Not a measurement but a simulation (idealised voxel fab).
This section sets out a process module, namely voxel capacitor over wiring.
Shown is cross-section cut, with a width of 245 nm and square cells of size 5 nm.
A cross-section is a grid of square cells, given in bands from the top down. A band is one or more rows of cells.
Top, bottom (nm), then materials left to right with widths (nm); lone material tagged "edge to edge" fills the whole band edge to edge; "blank" = empty space.
It should be noted that heights are counted from 0, beneath which the wafer as supplied is of one material throughout, and that the lowest band possesses no lower boundary but continues downward, as written in "0 -> down".
Width spec "30->40" -> top row of cells at first value, bottom row at second value, equal per-row change in between.
"nothing different" -> step changed no cross-section cell.
In the "Fully closed voids" entry, you get each enclosed empty space of 8 cells or more, one with no open way to the top, written width x height at distance, distance from the left edge, in nm.
Note: text after step settings on the step line = simulator remark on that step.
overlay nm: on a step with a mask, how far right of its planned place the mask lay; negative means left.

PLANNED STEP LIST FOR THE PROCESS
| 1 | RECEIVE [material Si] |
| 2 | CONFORMAL_DEP [material SiO2] [thk nm 10] |
| 3 | DIRECTIONAL_DEP [material TiN] [thk nm 5] |
| 4 | DIRECTIONAL_DEP [material Ru] [thk nm 15] |
| 5 | PATTERN [tone cover] [mask id METAL_1] [material resist] [width nm 20] [pitch nm 85] [thk nm 20] [overlay nm 0] |
| 6 | DIRECTIONAL_ETCH [etch materials Ru] [depth nm 15] |
| 7 | DIRECTIONAL_ETCH [etch materials TiN] [depth nm 5] |
| 8 | STRIP [etch materials resist] |
| 9 | CONFORMAL_DEP [material SiN] [thk nm 5] |
| 10 | FILL_DEP [material SiO2] [thk nm 10] |
| 11 | CMP [height nm 30] |
| 12 | CONFORMAL_DEP [material SiCN] [thk nm 5] |
| 13 | DIRECTIONAL_DEP [material SiO2] [thk nm 15] |
| 14 | DIRECTIONAL_DEP [material aC] [thk nm 10] |
| 15 | PATTERN [tone open] [mask id PLUG_1] [material resist] [width nm 15] [thk nm 25] [overlay nm 0] |
| 16 | DIRECTIONAL_ETCH [etch materials aC] [depth nm 10] |
| 17 | STRIP [etch materials resist] |
| 18 | DIRECTIONAL_ETCH [etch materials SiO2] [depth nm 15] |
| 19 | DIRECTIONAL_ETCH [etch materials SiCN] [depth nm 5] |
| 20 | STRIP [etch materials aC] |
| 21 | EPI [material Ru] [thk nm 10] |
| 22 | EPI [material Ru] [thk nm 10] |
| 23 | DIRECTIONAL_DEP [material TiN] [thk nm 10] |
| 24 | DIRECTIONAL_DEP [material SiN] [thk nm 5] |
| 25 | DIRECTIONAL_DEP [material TiN] [thk nm 10] |
| 26 | PATTERN [tone cover] [mask id UPPER_PLATE] [material resist] [width nm 70] [thk nm 15] [overlay nm 0] |
| 27 | DIRECTIONAL_ETCH [etch materials TiN] [depth nm 10] |
| 28 | DIRECTIONAL_ETCH [etch materials SiN] [depth nm 5] |
| 29 | STRIP [etch materials resist] |
| 30 | PATTERN [tone cover] [mask id LOWER_PLATE] [material resist] [width nm 80] [thk nm 15] [overlay nm 0] |
| 31 | DIRECTIONAL_ETCH [etch materials TiN] [depth nm 10] |
| 32 | STRIP [etch materials resist] |
| 33 | FILL_DEP [material SiO2] [thk nm 20] |
| 34 | CMP [height nm 90] |
| 35 | PATTERN [tone open] [mask id PLUG_2] [material resist] [width nm 15] [thk nm 15] [overlay nm 0] |
| 36 | DIRECTIONAL_ETCH [etch materials SiO2] [depth nm 15] |
| 37 | STRIP [etch materials resist] |
| 38 | CONFORMAL_DEP [material TiN] [thk nm 5] |
| 39 | FILL_DEP [material W] [thk nm 10] |
| 40 | CMP [height nm 90] |
| 41 | CONFORMAL_DEP [material SiN] [thk nm 5] |
Wafers differ in width nm at step 35; plan lists the first wafer's value; identical starting state.

HERE'S THE FIRST OF THE WAFERS IN CROSS-SECTION, JUST AS WE GOT IT, I.E. AFTER STEP 1
	0 -> down: Si edge to edge
	Fully closed voids: none

END OF THE MODULE, PAST ITS LAST STEP, STEP 41: HOW THE FIRST OF SEVERAL WAFERS LOOKS IN CROSS-SECTION
	95 -> 90: SiN edge to edge
	90 -> 80: SiO2 85 nm  TiN 5 nm  W 5 nm  TiN 5 nm  SiO2 145 nm
	80 -> 75: SiO2 85 nm  TiN 15 nm  SiO2 145 nm
	75 -> 65: SiO2 75 nm  TiN 70 nm  SiO2 100 nm
	65 -> 60: SiO2 75 nm  SiN 70 nm  SiO2 100 nm
	60 -> 50: SiO2 70 nm  TiN 80 nm  SiO2 95 nm
	50 -> 35: SiO2 75 nm  Ru 15 nm  SiO2 155 nm
	35 -> 30: SiCN 75 nm  Ru 15 nm  SiCN 155 nm
	30 -> 15: SiO2 65 nm  SiN 5 nm  Ru 20 nm  SiN 5 nm  SiO2 55 nm  SiN 5 nm  Ru 20 nm  SiN 5 nm  SiO2 65 nm
	15 -> 10: SiN 70 nm  TiN 20 nm  SiN 65 nm  TiN 20 nm  SiN 70 nm
	10 -> 0: SiO2 edge to edge
	0 -> down: Si edge to edge
	Fully closed voids: none

CROSS-SECTION OF THE LAST WAFER AT END OF MODULE
	95 -> 90: SiN edge to edge
	90 -> 80: SiO2 80 nm  TiN 5 nm  W 20 nm  TiN 5 nm  SiO2 135 nm
	80 -> 75: SiO2 80 nm  TiN 30 nm  SiO2 135 nm
	75 -> 65: SiO2 75 nm  TiN 70 nm  SiO2 100 nm
	65 -> 60: SiO2 75 nm  SiN 70 nm  SiO2 100 nm
	60 -> 50: SiO2 70 nm  TiN 80 nm  SiO2 95 nm
	50 -> 35: SiO2 75 nm  Ru 15 nm  SiO2 155 nm
	35 -> 30: SiCN 75 nm  Ru 15 nm  SiCN 155 nm
	30 -> 15: SiO2 65 nm  SiN 5 nm  Ru 20 nm  SiN 5 nm  SiO2 55 nm  SiN 5 nm  Ru 20 nm  SiN 5 nm  SiO2 65 nm
	15 -> 10: SiN 70 nm  TiN 20 nm  SiN 65 nm  TiN 20 nm  SiN 70 nm
	10 -> 0: SiO2 edge to edge
	0 -> down: Si edge to edge
	Fully closed voids: none

EVERY ROW IN THIS TABLE IS A WAFER AT THE END OF THE MODULE, AND IT GIVES, FOR EACH OF THE MATERIALS, THE CELLS THAT WAFER HAS GAINED (+) OR LOST (-) SINCE IT WAS RECEIVED, THEN ITS CLOSED VOIDS
width nm 15 | +36 Ru | +46 SiCN | +116 SiN | +656 SiO2 | +75 TiN | +2 W | Fully closed voids: none
width nm 20 | +36 Ru | +46 SiCN | +116 SiN | +653 SiO2 | +76 TiN | +4 W | Fully closed voids: none
width nm 25 | +36 Ru | +46 SiCN | +116 SiN | +650 SiO2 | +77 TiN | +6 W | Fully closed voids: none
width nm 30 | +36 Ru | +46 SiCN | +116 SiN | +647 SiO2 | +78 TiN | +8 W | Fully closed voids: none
